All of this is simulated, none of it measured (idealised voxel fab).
process module | voxel self aligned vias
cross-section cut | 275 nm wide | cells 5 nm
A cross-section is a grid of square cells, given in bands from the top down. A band is one or more rows of cells.
Each band's line starts with the height of the band's top and of its bottom, in nm. Then come its materials from left to right, each with its width in nm. One material with "throughout" fills the band from edge to edge. "air" is empty space.
Height 0 is the level under which the wafer as received is all one material. The lowest band goes on downwards, as in "0 down".
A width such as "30 to 40" changes by the same amount from each row of cells to the next, from the band's top row to its bottom row.
"no change" after a step means that no cell of the cross-section changed.
closed voids: empty space of 8 cells or more with no open way to the top, each as width x height at its distance from the left edge, in nm
after a step's settings: what the simulator itself notes on the step
overlay nm, on a step with a mask: how far to the right of its planned place the mask lay; to the left if negative
plan
1 op RECEIVE | material Si
2 op CONFORMAL_DEP | material SiO2 | thk nm 15
3 op CONFORMAL_DEP | material SiCN | thk nm 5
4 op DIRECTIONAL_DEP | material SiO2 | thk nm 20
5 op PATTERN | tone open | mask id LINES | material resist | width nm 20 | pitch nm 55 | thk nm 15 | overlay nm 0
6 op DIRECTIONAL_ETCH | etch materials SiO2 | depth nm 20
7 op STRIP | etch materials resist
8 op CONFORMAL_DEP | material TiN | thk nm 5
9 op FILL_DEP | material Ru | thk nm 5
10 op CMP | height nm 40
11 op SELECTIVE_ETCH | etch materials W Ru TiN | depth nm 10
12 op FILL_DEP | material SiN | thk nm 5
13 op CMP | height nm 40
14 op DIRECTIONAL_DEP | material SiO2 | thk nm 15
15 op MASKED_ETCH | tone open | mask id VIAS | width nm 30 | pitch nm 55 | etch materials SiO2 | depth nm 15 | overlay nm 0
16 op MASKED_ETCH | tone open | mask id VIAS | width nm 30 | pitch nm 55 | etch materials SiN | depth nm 10 | overlay nm 0
17 op CONFORMAL_DEP | material TiN | thk nm 5
18 op FILL_DEP | material W | thk nm 5
19 op CMP | height nm 55
20 op CONFORMAL_DEP | material SiCN | thk nm 5
as received, after step 1
  0 down: Si throughout
  closed voids: none
a wafer at the end: this start, this plan, one mistake
  60 to 55: SiCN throughout
  55 to 45: SiO2 70 | TiN 5 | W 15 | TiN 5 | SiO2 30 | TiN 5 | W 15 | TiN 5 | SiO2 30 | TiN 5 | W 15 | TiN 5 | SiO2 70
  45 to 35: SiO2 70 | TiN 5 | W 10 | TiN 10 to 5 | SiO2 30 to 35 | TiN 5 | W 10 | TiN 10 to 5 | SiO2 30 to 35 | TiN 5 | W 10 | TiN 10 to 5 | SiO2 70 to 75
  35 to 30: SiO2 70 | TiN 20 | SiO2 35 | TiN 20 | SiO2 35 | TiN 20 | SiO2 75
  30 to 25: SiO2 70 | TiN 5 | Ru 10 | TiN 5 | SiO2 35 | TiN 5 | Ru 10 | TiN 5 | SiO2 35 | TiN 5 | Ru 10 | TiN 5 | SiO2 75
  25 to 20: SiO2 70 | TiN 20 | SiO2 35 | TiN 20 | SiO2 35 | TiN 20 | SiO2 75
  20 to 15: SiCN throughout
  15 to 0: SiO2 throughout
  0 down: Si throughout
  closed voids: none
what went wrong: step 15 ran as: op MASKED_ETCH | tone open | mask id VIAS | width nm 25 | pitch nm 55 | etch materials SiO2 | depth nm 15 | overlay nm 0
